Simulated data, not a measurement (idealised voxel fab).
Module name: voxel local oxidation (process module)
Cross-sectional view cut (width: 240 nm; square cell size: 5 nm).
We lay out every cross-section as a grid of square cells and spell it out in bands from the top down, where one band means one or more rows of cells.
A band entry consists of two parts. The first gives the height of the band's top and the height of its bottom, in nm. The rest lists the band's materials from left to right, each with its width in nm. A single material labelled with the word "everywhere" fills the band from edge to edge, and the word "blank" marks empty space.
Ref level 0: as-received wafer is one material below here. Bottom band extends down with no lower bound ("0 and below").
Per-row width for "30 to 40": begins at first number (top row of band), ends at second number (bottom row), increment between rows held constant.
No cell of the cross-section changed in a step that is given as "identical to before".
What "Entrapped void list" gives you is every empty space of 8 cells or more that is cut off from the top. Each appears as width x height at distance, with the distance taken from the left edge and width, height and distance all in nm.
The remark found on a step's line after its settings is issued by the simulator itself and pertains to that step.
overlay nm: where the mask lay relative to plan, measured to the right, on steps with a mask; negatives go left.
### List of planned process steps
step 1: op RECEIVE | material Si
step 2: op CONFORMAL_DEP | material SiO2 | thk nm 5
step 3: op CONFORMAL_DEP | material SiN | thk nm 10
step 4: op DIRECTIONAL_DEP | material aC | thk nm 15
step 5: op PATTERN | tone cover | mask id ACTIVE | material resist | width nm 115 | thk nm 30 | overlay nm 0
step 6: op DIRECTIONAL_ETCH | etch materials aC | depth nm 15
step 7: op STRIP | etch materials resist
step 8: op DIRECTIONAL_ETCH | etch materials SiN | depth nm 10
step 9: op STRIP | etch materials aC
step 10: op SELECTIVE_ETCH | etch materials SiO2 | depth nm 5
step 11: op OXIDIZE | depth nm 10
step 12: op STRIP | etch materials SiN
### Cross-sectional view of the wafer in its as-received condition, corresponding to the state after step 1
> 0 and below = Si everywhere
> Entrapped void list: none
### Figure: cross-sectional view of the wafer upon completion of the module, processed from the initial state and according to the plan depicted above, with one error introduced during execution
> 5 down to 0 = 55 nm blank / 105 nm SiO2 / 80 nm blank
> 0 down to -10 = 65 nm SiO2 / 85 nm Si / 90 nm SiO2
> -10 and below = Si everywhere
> Entrapped void list: none
what went wrong: step 5: run off-plan, actual operation and settings op PATTERN | tone cover | mask id ACTIVE | material resist | width nm 115 | thk nm 30 | overlay nm -10
